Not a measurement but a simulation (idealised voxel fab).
This section sets out a process module, namely voxel transistor to metal.
Square cell edge 5 nm, section width 205 nm, ID cut.
In what follows, cross-sections appear as grids of square cells, described through bands that run from the top down, where every band is one or more rows of cells.
Top height, bottom height, nm. Materials left to right, width each, nm. Single material + "throughout" = fills band edge to edge. "air" = empty.
Heads up on the height convention: 0 is the point under which the incoming wafer is all one material, and the lowest band has no bottom, it just keeps going down, like "top 0, no bottom".
Quick explanation for "30 to 40": the width changes in equal steps down the rows of cells, from the first number in the band's top row to the second number in its bottom row.
Step note "no alteration" = no cross-section cell changed.
Voids not open to the top, 8 cells minimum: see "Voids, sealed". Written width x height at distance; distance is from the left edge; nm.
Past the settings on a step's line: simulator remark, on that step.
overlay nm: on a step with a mask, how far right of its planned place the mask lay; negative means left.

### Listed below are the process steps as planned
| 1 | RECEIVE (material Si) |
| 2 | CONFORMAL_DEP (material SiO2; thk nm 5) |
| 3 | CONFORMAL_DEP (material SiN; thk nm 15) |
| 4 | DIRECTIONAL_DEP (material aC; thk nm 15) |
| 5 | PATTERN (tone cover; mask id ACTIVE; material resist; width nm 115; thk nm 35; overlay nm -15) |
| 6 | DIRECTIONAL_ETCH (etch materials aC; depth nm 15) |
| 7 | STRIP (etch materials resist) |
| 8 | DIRECTIONAL_ETCH (etch materials SiN; depth nm 15) |
| 9 | DIRECTIONAL_ETCH (etch materials SiO2; depth nm 5) |
| 10 | DIRECTIONAL_ETCH (etch materials Si; depth nm 30) |
| 11 | STRIP (etch materials aC) |
| 12 | OXIDIZE (depth nm 5) |
| 13 | FILL_DEP (material SiO2; thk nm 5) |
| 14 | CMP (height nm 20) |
| 15 | SELECTIVE_ETCH (etch materials SiO2; depth nm 15) |
| 16 | STRIP (etch materials SiN) |
| 17 | SELECTIVE_ETCH (etch materials SiO2; depth nm 5) |
| 18 | OXIDIZE (depth nm 5) |
| 19 | DIRECTIONAL_DEP (material polySi; thk nm 20) |
| 20 | DIRECTIONAL_DEP (material SiCN; thk nm 15) |
| 21 | PATTERN (tone cover; mask id GATE; material resist; width nm 25; thk nm 20; overlay nm 0) |
| 22 | DIRECTIONAL_ETCH (etch materials SiCN; depth nm 25) |
| 23 | DIRECTIONAL_ETCH (etch materials polySi; depth nm 30) |
| 24 | STRIP (etch materials resist) |
| 25 | CONFORMAL_DEP (material SiO2; thk nm 5) |
| 26 | DIRECTIONAL_ETCH (etch materials SiO2; depth nm 5) |
| 27 | CONFORMAL_DEP (material SiN; thk nm 5) |
| 28 | DIRECTIONAL_ETCH (etch materials SiN; depth nm 5) |
| 29 | DIRECTIONAL_ETCH (etch materials SiO2; depth nm 5) |
| 30 | DIRECTIONAL_ETCH (etch materials Si; depth nm 10) |
| 31 | EPI (material pSi; thk nm 15) |
| 32 | FILL_DEP (material SiO2; thk nm 5) |
| 33 | CMP (height nm 35) |
| 34 | DIRECTIONAL_DEP (material SiO2; thk nm 15) |
| 35 | PATTERN (tone open; mask id CONTACT; material resist; width nm 20; pitch nm 75; thk nm 20; overlay nm 0) |
| 36 | DIRECTIONAL_ETCH (etch materials SiO2; depth nm 50) |
| 37 | STRIP (etch materials resist) |
| 38 | CONFORMAL_DEP (material TiN; thk nm 5) |
| 39 | FILL_DEP (material Ru; thk nm 5) |
| 40 | CMP (height nm 50) |
| 41 | CONFORMAL_DEP (material SiN; thk nm 5) |
| 42 | DIRECTIONAL_DEP (material lowk; thk nm 15) |
| 43 | PATTERN (tone open; mask id METAL_1; material resist; width nm 20; pitch nm 75; thk nm 15; overlay nm 0) |
| 44 | DIRECTIONAL_ETCH (etch materials lowk; depth nm 15) |
| 45 | DIRECTIONAL_ETCH (etch materials SiN; depth nm 5) |
| 46 | STRIP (etch materials resist) |
| 47 | CONFORMAL_DEP (material TiN; thk nm 5) |
| 48 | FILL_DEP (material W; thk nm 5) |
| 49 | CMP (height nm 70) |
| 50 | CONFORMAL_DEP (material SiN; thk nm 5) |
Same starting wafers, different overlay nm at step 5. Plan value belongs to the first wafer.

### Step 1 complete: as-received cross-section of the first of several wafers
    top 0, no bottom: Si throughout
    Voids, sealed: none

### Cross-section, first of several wafers, end of module, after last step 50
    top 75, bottom 70: SiN throughout
    top 70, bottom 55: lowk 55 nm  TiN 5 nm  W 10 nm  TiN 5 nm  lowk 55 nm  TiN 5 nm  W 10 nm  TiN 5 nm  lowk 55 nm
    top 55, bottom 50: SiN 55 nm  TiN 20 nm  SiN 55 nm  TiN 20 nm  SiN 55 nm
    top 50, bottom 35: SiO2 55 nm  TiN 5 nm  Ru 10 nm  TiN 5 nm  SiO2 55 nm  TiN 5 nm  Ru 10 nm  TiN 5 nm  SiO2 55 nm
    top 35, bottom 20: SiO2 55 nm  TiN 5 nm  Ru 10 nm  TiN 5 nm  SiO2 5 nm  SiN 5 nm  SiO2 5 nm  SiCN 25 nm  SiO2 5 nm  SiN 5 nm  SiO2 5 nm  TiN 5 nm  Ru 10 nm  TiN 5 nm  SiO2 55 nm
    top 20, bottom 15: SiO2 55 nm  TiN 5 nm  Ru 10 nm  TiN 5 nm  SiO2 5 nm  SiN 5 nm  SiO2 5 nm  polySi 25 nm  SiO2 5 nm  SiN 5 nm  SiO2 5 nm  TiN 5 nm  Ru 10 nm  TiN 5 nm  SiO2 55 nm
    top 15, bottom 10: SiO2 55 nm  TiN 20 nm  SiO2 5 nm  SiN 5 nm  SiO2 5 nm  polySi 25 nm  SiO2 5 nm  SiN 5 nm  SiO2 5 nm  TiN 20 nm  SiO2 55 nm
    top 10, bottom 0: SiO2 55 nm  TiN 10 nm  pSi 15 nm  SiN 5 nm  SiO2 5 nm  polySi 25 nm  SiO2 5 nm  SiN 5 nm  pSi 15 nm  TiN 10 nm  SiO2 55 nm
    top 0, bottom -5: SiO2 30 nm  pSi 50 nm  SiO2 45 nm  pSi 20 nm  SiO2 60 nm
    top -5, bottom -15: SiO2 35 nm  pSi 45 nm  Si 45 nm  pSi 15 nm  SiO2 65 nm
    top -15, bottom -35: SiO2 35 nm  Si 105 nm  SiO2 65 nm
    top -35, no bottom: Si throughout
    Voids, sealed: none

### The final wafer, sectioned at module end
    top 75, bottom 70: SiN throughout
    top 70, bottom 55: lowk 55 nm  TiN 5 nm  W 10 nm  TiN 5 nm  lowk 55 nm  TiN 5 nm  W 10 nm  TiN 5 nm  lowk 55 nm
    top 55, bottom 50: SiN 55 nm  TiN 20 nm  SiN 55 nm  TiN 20 nm  SiN 55 nm
    top 50, bottom 35: SiO2 55 nm  TiN 5 nm  Ru 10 nm  TiN 5 nm  SiO2 55 nm  TiN 5 nm  Ru 10 nm  TiN 5 nm  SiO2 55 nm
    top 35, bottom 20: SiO2 55 nm  TiN 5 nm  Ru 10 nm  TiN 5 nm  SiO2 5 nm  SiN 5 nm  SiO2 5 nm  SiCN 25 nm  SiO2 5 nm  SiN 5 nm  SiO2 5 nm  TiN 5 nm  Ru 10 nm  TiN 5 nm  SiO2 55 nm
    top 20, bottom 15: SiO2 55 nm  TiN 5 nm  Ru 10 nm  TiN 5 nm  SiO2 5 nm  SiN 5 nm  SiO2 5 nm  polySi 25 nm  SiO2 5 nm  SiN 5 nm  SiO2 5 nm  TiN 5 nm  Ru 10 nm  TiN 5 nm  SiO2 55 nm
    top 15, bottom 10: SiO2 55 nm  TiN 20 nm  SiO2 5 nm  SiN 5 nm  SiO2 5 nm  polySi 25 nm  SiO2 5 nm  SiN 5 nm  SiO2 5 nm  TiN 20 nm  SiO2 55 nm
    top 10, bottom 0: SiO2 55 nm  TiN 10 nm  pSi 15 nm  SiN 5 nm  SiO2 5 nm  polySi 25 nm  SiO2 5 nm  SiN 5 nm  pSi 15 nm  TiN 10 nm  SiO2 55 nm
    top 0, bottom -5: SiO2 60 nm  pSi 20 nm  SiO2 45 nm  pSi 50 nm  SiO2 30 nm
    top -5, bottom -15: SiO2 65 nm  pSi 15 nm  Si 45 nm  pSi 45 nm  SiO2 35 nm
    top -15, bottom -35: SiO2 65 nm  Si 105 nm  SiO2 35 nm
    top -35, no bottom: Si throughout
    Voids, sealed: none

### Basically each wafer gets a line in the table, showing it at the end of the module: material by material, the cells it gained (+) or lost (-) since we got it, then its closed voids
overlay nm -15; +28 Ru; -185 Si; +15 SiCN; +88 SiN; +424 SiO2; +64 TiN; +12 W; +99 lowk; +50 pSi; +20 polySi; Voids, sealed: none
overlay nm -10; +28 Ru; -185 Si; +15 SiCN; +88 SiN; +424 SiO2; +64 TiN; +12 W; +99 lowk; +50 pSi; +20 polySi; Voids, sealed: none
overlay nm -5; +28 Ru; -185 Si; +15 SiCN; +88 SiN; +424 SiO2; +64 TiN; +12 W; +99 lowk; +50 pSi; +20 polySi; Voids, sealed: none
overlay nm 0; +28 Ru; -185 Si; +15 SiCN; +88 SiN; +424 SiO2; +64 TiN; +12 W; +99 lowk; +50 pSi; +20 polySi; Voids, sealed: none
overlay nm 5; +28 Ru; -185 Si; +15 SiCN; +88 SiN; +424 SiO2; +64 TiN; +12 W; +99 lowk; +50 pSi; +20 polySi; Voids, sealed: none
overlay nm 10; +28 Ru; -185 Si; +15 SiCN; +88 SiN; +424 SiO2; +64 TiN; +12 W; +99 lowk; +50 pSi; +20 polySi; Voids, sealed: none
overlay nm 15; +28 Ru; -185 Si; +15 SiCN; +88 SiN; +424 SiO2; +64 TiN; +12 W; +99 lowk; +50 pSi; +20 polySi; Voids, sealed: none
